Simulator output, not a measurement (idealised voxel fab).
process module | voxel gate over fins
cross-section cut | 150 nm wide | cells 5 nm
A cross-section is a grid of square cells, given in bands from the top down. A band is one or more rows of cells.
Each band's line starts with the height of the band's top and of its bottom, in nm. Then come its materials from left to right, each with its width in nm. One material with "throughout" fills the band from edge to edge. "air" is empty space.
Height 0 is the level under which the wafer as received is all one material. The lowest band goes on downwards, as in "0 down".
A width such as "30 to 40" changes by the same amount from each row of cells to the next, from the band's top row to its bottom row.
"no change" after a step means that no cell of the cross-section changed.
closed voids: empty space of 8 cells or more with no open way to the top, each as width x height at its distance from the left edge, in nm
after a step's settings: what the simulator itself notes on the step
overlay nm, on a step with a mask: how far to the right of its planned place the mask lay; to the left if negative
plan
1 op RECEIVE | material Si
2 op CONFORMAL_DEP | material SiN | thk nm 10
3 op PATTERN | tone cover | mask id FINS | material resist | width nm 15 | pitch nm 35 | thk nm 15 | overlay nm 0
4 op DIRECTIONAL_ETCH | etch materials SiN | depth nm 10
5 op DIRECTIONAL_ETCH | etch materials Si | depth nm 35
6 op STRIP | etch materials resist
7 op OXIDIZE | depth nm 5
8 op FILL_DEP | material SiO2 | thk nm 5
9 op CMP | height nm 10
10 op SELECTIVE_ETCH | etch materials SiO2 | depth nm 25
11 op STRIP | etch materials SiN
12 op CONFORMAL_DEP | material HfO2 | thk nm 5
13 op CONFORMAL_DEP | material TiN | thk nm 5
14 op FILL_DEP | material W | thk nm 15
15 op CMP | height nm 20
16 op CONFORMAL_DEP | material SiCN | thk nm 10
as received, after step 1
  0 down: Si throughout
  closed voids: none
a wafer at the end: this start, this plan, one mistake
  30 to 20: SiCN throughout
  20 to 5: W throughout
  5 to 0: W 50 | TiN 15 | W 20 | TiN 15 | W 50
  0 to -10: W 50 | TiN 5 | Si 5 | TiN 5 | W 20 | TiN 5 | Si 5 | TiN 5 | W 50
  -10 to -15: TiN 55 | Si 5 | TiN 30 | Si 5 | TiN 55
  -15 to -40: SiO2 55 | Si 5 | SiO2 30 | Si 5 | SiO2 55
  -40 down: Si throughout
  closed voids: none
what went wrong: step 12 was left out
